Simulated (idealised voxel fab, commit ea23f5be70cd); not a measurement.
process module | voxel double patterning
cross-section cut | 245 nm wide | cells 5 nm
A cross-section is a grid of square cells, given in bands from the top down. A band is one or more rows of cells.
Each band's line starts with the height of the band's top and of its bottom, in nm. Then come its materials from left to right, each with its width in nm. One material with "throughout" fills the band from edge to edge. "air" is empty space.
Height 0 is the level under which the wafer as received is all one material. The lowest band goes on downwards, as in "0 down".
A width such as "30 to 40" changes by the same amount from each row of cells to the next, from the band's top row to its bottom row.
"no change" after a step means that no cell of the cross-section changed.
closed voids: empty space of 8 cells or more with no open way to the top, each as width x height at its distance from the left edge, in nm
after a step's settings: what the simulator itself notes on the step
overlay nm, on a step with a mask: how far to the right of its planned place the mask lay; to the left if negative
plan
1 op RECEIVE | material Si
2 op CONFORMAL_DEP | material SiO2 | thk nm 10
3 op DIRECTIONAL_DEP | material W | thk nm 10
4 op DIRECTIONAL_DEP | material SiN | thk nm 10
5 op DIRECTIONAL_DEP | material aC | thk nm 10
6 op PATTERN | tone open | mask id FIRST | material resist | width nm 15 | pitch nm 50 | thk nm 25 | overlay nm 0
7 op DIRECTIONAL_ETCH | etch materials aC | depth nm 10
8 op STRIP | etch materials resist
9 op DIRECTIONAL_ETCH | etch materials SiN | depth nm 10
10 op STRIP | etch materials aC
11 op MASKED_ETCH | tone open | mask id SECOND | width nm 15 | etch materials SiN | depth nm 10 | overlay nm 0
12 op DIRECTIONAL_ETCH | etch materials W | depth nm 10
13 op STRIP | etch materials SiN
as received, after step 1
  0 down: Si throughout
  closed voids: none
first wafer at the end, as planned
  20 to 10: W 90 | air 15 | W 10 | air 15 | W 10 | air 15 | W 90
  10 to 0: SiO2 throughout
  0 down: Si throughout
  closed voids: none
second wafer at the end: like start, like plan, one mistake
  20 to 10: W 90 | air 20 | W 5 | air 15 | W 10 | air 20 | W 85
  10 to 0: SiO2 throughout
  0 down: Si throughout
  closed voids: none
what went wrong: step 6 ran as: op PATTERN | tone open | mask id FIRST | material resist | width nm 20 | pitch nm 50 | thk nm 25 | overlay nm 0
at the end the second wafer has, in cells: 4 fewer of W
